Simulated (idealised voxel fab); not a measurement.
The following is a process module called voxel gate over fins.
Section cut is 140 nm wide and gridded with 5 nm square cells.
Throughout this document, each cross-section is represented as a grid of square cells and is presented as a sequence of bands enumerated from the top downward, where a band comprises one or more rows of cells. Top height, bottom height, nm. Materials left to right, width each, nm. Single material + "all across" = fills band edge to edge. "empty" = empty. Zero point of the height axis is 0; under it, received wafer = one material. Lowest band: continues down indefinitely, "from 0 down". A two-number width, for instance "30..40", indicates that the width is equal to the first number in the top row of the band and to the second number in the bottom row, and that it changes by a constant amount per row of cells. The designation "nothing altered", where it is given for a processing step, indicates that no cell of the cross-section was altered in the course of that step. The entry titled "Closed void list" provides the empty spaces that have no open way to the top, restricted to those of 8 cells or more. Each is presented as width x height at distance, the distance being measured from the left edge, with all three in nm. Read whatever lies past the settings on a step's line as the simulator's own remark about the step. "overlay nm" on a masked step: distance the mask lay right of its planned place, negative for left.
-- The steps planned for the process are as follows
| 1 | RECEIVE: material Si |
| 2 | CONFORMAL_DEP: material SiN, thk nm 10 |
| 3 | DIRECTIONAL_DEP: material aC, thk nm 10 |
| 4 | PATTERN: tone cover, mask id FINS, material resist, width nm 15, pitch nm 55, thk nm 25, overlay nm 0 |
| 5 | DIRECTIONAL_ETCH: etch materials aC, depth nm 10 |
| 6 | STRIP: etch materials resist |
| 7 | DIRECTIONAL_ETCH: etch materials SiN, depth nm 10 |
| 8 | DIRECTIONAL_ETCH: etch materials Si, depth nm 35 |
| 9 | STRIP: etch materials aC |
| 10 | OXIDIZE: depth nm 5 |
| 11 | FILL_DEP: material SiO2, thk nm 10 |
| 12 | CMP: height nm 10 |
| 13 | DIRECTIONAL_DEP: material aC, thk nm 15 |
| 14 | PATTERN: tone open, mask id RAIL, material resist, width nm 15, thk nm 30, overlay nm 0 |
| 15 | DIRECTIONAL_ETCH: etch materials aC, depth nm 15 |
| 16 | STRIP: etch materials resist |
| 17 | DIRECTIONAL_ETCH: etch materials SiO2, depth nm 40 |
| 18 | STRIP: etch materials aC |
| 19 | CONFORMAL_DEP: material TiN, thk nm 5 |
| 20 | FILL_DEP: material Ru, thk nm 10 |
| 21 | CMP: height nm 10 |
| 22 | SELECTIVE_ETCH: etch materials W Ru TiN, depth nm 25 |
| 23 | FILL_DEP: material SiO2, thk nm 5 |
| 24 | CMP: height nm 10 |
| 25 | SELECTIVE_ETCH: etch materials SiO2, depth nm 20 |
| 26 | STRIP: etch materials SiN |
| 27 | CONFORMAL_DEP: material HfO2, thk nm 5 |
| 28 | CONFORMAL_DEP: material TiN, thk nm 5 |
| 29 | CONFORMAL_DEP: material TiAl, thk nm 5 |
| 30 | CONFORMAL_DEP: material TiN, thk nm 5 |
| 31 | FILL_DEP: material W, thk nm 15 |
| 32 | CMP: height nm 30 |
| 33 | CONFORMAL_DEP: material SiCN, thk nm 10 |
-- Delivered wafer in cross-section: state after step 1
  from 0 down = Si all across
  Closed void list: none
-- Sectioned view, first of two wafers, at the close of the module, processed as intended in the plan
  from 40 to 30 = SiCN all across
  from 30 to 20 = W all across
  from 20 to 15 = W 20, then TiN 45, then W 10, then TiN 45, then W 20
  from 15 to 10 = W 20, then TiN 5, then TiAl 35, then TiN 5, then W 10, then TiN 5, then TiAl 35, then TiN 5, then W 20
  from 10 to 5 = TiN 25, then TiAl 5, then TiN 25, then TiAl 5, then TiN 20, then TiAl 5, then TiN 25, then TiAl 5, then TiN 25
  from 5 to 0 = TiAl 30, then TiN 5, then HfO2 15, then TiN 5, then TiAl 30, then TiN 5, then HfO2 15, then TiN 5, then TiAl 30
  from 0 to -5 = TiN 35, then HfO2 5, then Si 5, then HfO2 5, then TiN 40, then HfO2 5, then Si 5, then HfO2 5, then TiN 35
  from -5 to -10 = HfO2 40, then Si 5, then HfO2 50, then Si 5, then HfO2 40
  from -10 to -15 = SiO2 40, then Si 5, then SiO2 50, then Si 5, then SiO2 40
  from -15 to -25 = SiO2 40, then Si 5, then SiO2 15, then TiN 5, then Ru 5, then TiN 5, then SiO2 20, then Si 5, then SiO2 40
  from -25 to -30 = SiO2 40, then Si 5, then SiO2 15, then TiN 15, then SiO2 20, then Si 5, then SiO2 40
  from -30 to -40 = SiO2 40, then Si 5, then SiO2 50, then Si 5, then SiO2 40
  from -40 down = Si all across
  Closed void list: none
-- Here is the second of the two wafers cut open at the end of the module - same start, same plan as the first one, but we made one mistake running it
  from 40 to 30 = SiCN all across
  from 30 to 20 = W all across
  from 20 to 15 = W 20, then TiN 45, then W 10, then TiN 45, then W 20
  from 15 to 10 = W 20, then TiN 5, then TiAl 35, then TiN 5, then W 10, then TiN 5, then TiAl 35, then TiN 5, then W 20
  from 10 to 5 = TiN 25, then TiAl 5, then TiN 25, then TiAl 5, then TiN 20, then TiAl 5, then TiN 25, then TiAl 5, then TiN 25
  from 5 to 0 = TiAl 30, then TiN 5, then HfO2 15, then TiN 5, then TiAl 30, then TiN 5, then HfO2 15, then TiN 5, then TiAl 30
  from 0 to -5 = TiN 35, then HfO2 5, then Si 5, then HfO2 5, then TiN 40, then HfO2 5, then Si 5, then HfO2 5, then TiN 35
  from -5 to -10 = HfO2 40, then Si 5, then HfO2 50, then Si 5, then HfO2 40
  from -10 to -15 = SiO2 40, then Si 5, then SiO2 50, then Si 5, then SiO2 40
  from -15 to -25 = SiO2 40, then Si 5, then SiO2 15, then TiN 5, then Ru 5, then TiN 5, then SiO2 20, then Si 5, then SiO2 40
  from -25 to -30 = SiO2 40, then Si 5, then SiO2 15, then TiN 15, then SiO2 20, then Si 5, then SiO2 40
  from -30 to -50 = SiO2 40, then Si 5, then SiO2 50, then Si 5, then SiO2 40
  from -50 down = Si all across
  Closed void list: none
Where did the run depart from the plan? step 8, actual vs plan mismatch, actual run DIRECTIONAL_ETCH: etch materials Si, depth nm 45
Final comparison by cell count, materials where the second wafer has more or fewer than the first: Si: 52 fewer; SiO2: 52 more
